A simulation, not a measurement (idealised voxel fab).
The following is a process module called voxel gate over fins.
Shown is cross-section cut, with a width of 170 nm and square cells of size 5 nm.
In what follows, cross-sections appear as grids of square cells, described through bands that run from the top down, where every band is one or more rows of cells. For a band, the entry starts with two heights in nm, that of the top and then that of the bottom, and carries on with the band's materials in order from left to right, each alongside its width in nm; the word "throughout" beside a single material means it fills the band edge to edge, and "air" means empty space. Ref level 0: as-received wafer is one material below here. Bottom band extends down with no lower bound ("0..down"). Note: "30 to 40" means the width goes from the first number (top row of the band) to the second number (bottom row) in equal steps per row of cells. Where a step carries "remains unaltered", the cross-section came out of it unchanged, cell for cell. The entry "Closed internal voids" lists the empty spaces that cover at least 8 cells and have no open path to the top. Each is written as width x height at distance, where the distance is measured from the left edge and all three values are in nm. Where a step's line continues beyond its settings, the continuation is a remark by the simulator itself on that step. The line of a step may include "overlay nm". On a step with a mask, this value is how far to the right of its planned place the mask lay. A negative value means the mask lay to the left.
# Listed below are the process steps as planned
| 1 | RECEIVE | material Si |
| 2 | CONFORMAL_DEP | material SiN | thk nm 5 |
| 3 | MASKED_ETCH | tone cover | mask id FINS | width nm 15 | pitch nm 60 | etch materials SiN | depth nm 5 | overlay nm 0 |
| 4 | MASKED_ETCH | tone cover | mask id FINS | width nm 15 | pitch nm 60 | etch materials Si | depth nm 40 | overlay nm 0 |
| 5 | FILL_DEP | material SiO2 | thk nm 10 |
| 6 | CMP | height nm 5 |
| 7 | DIRECTIONAL_DEP | material aC | thk nm 10 |
| 8 | PATTERN | tone open | mask id RAIL | material resist | width nm 15 | thk nm 25 | overlay nm 0 |
| 9 | DIRECTIONAL_ETCH | etch materials aC | depth nm 10 |
| 10 | STRIP | etch materials resist |
| 11 | DIRECTIONAL_ETCH | etch materials SiO2 | depth nm 40 |
| 12 | STRIP | etch materials aC |
| 13 | CONFORMAL_DEP | material TiN | thk nm 5 |
| 14 | FILL_DEP | material Ru | thk nm 5 |
| 15 | CMP | height nm 5 |
| 16 | SELECTIVE_ETCH | etch materials W Ru TiN | depth nm 20 |
| 17 | FILL_DEP | material SiO2 | thk nm 5 |
| 18 | CMP | height nm -5 |
| 19 | SELECTIVE_ETCH | etch materials SiO2 | depth nm 15 |
| 20 | STRIP | etch materials SiN |
| 21 | CONFORMAL_DEP | material HfO2 | thk nm 5 |
| 22 | CONFORMAL_DEP | material TiN | thk nm 5 |
| 23 | FILL_DEP | material W | thk nm 15 |
| 24 | CMP | height nm 20 |
| 25 | CONFORMAL_DEP | material SiCN | thk nm 10 |
Wafer-to-wafer difference: height nm, step 18. Common start. Plan = first wafer's value.
# Received wafers, first of several: cross-section after step 1
> 0..down = Si throughout
> Closed internal voids: none
# Take any row and you have a wafer at the end of the module: how many cells of each material it has gained (+) or lost (-) since it was received, and then its closed voids
height nm -5; +48 HfO2; +3 Ru; -230 Si; +68 SiCN; +103 SiO2; +55 TiN; +157 W; Closed internal voids: none
height nm 0; +46 HfO2; +3 Ru; -224 Si; +68 SiCN; +128 SiO2; +55 TiN; +128 W; Closed internal voids: none
height nm 5; +42 HfO2; +3 Ru; -224 Si; +68 SiCN; +156 SiO2; +51 TiN; +108 W; Closed internal voids: none
height nm 10; +38 HfO2; +3 Ru; -224 Si; +68 SiCN; +184 SiO2; +47 TiN; +88 W; Closed internal voids: none
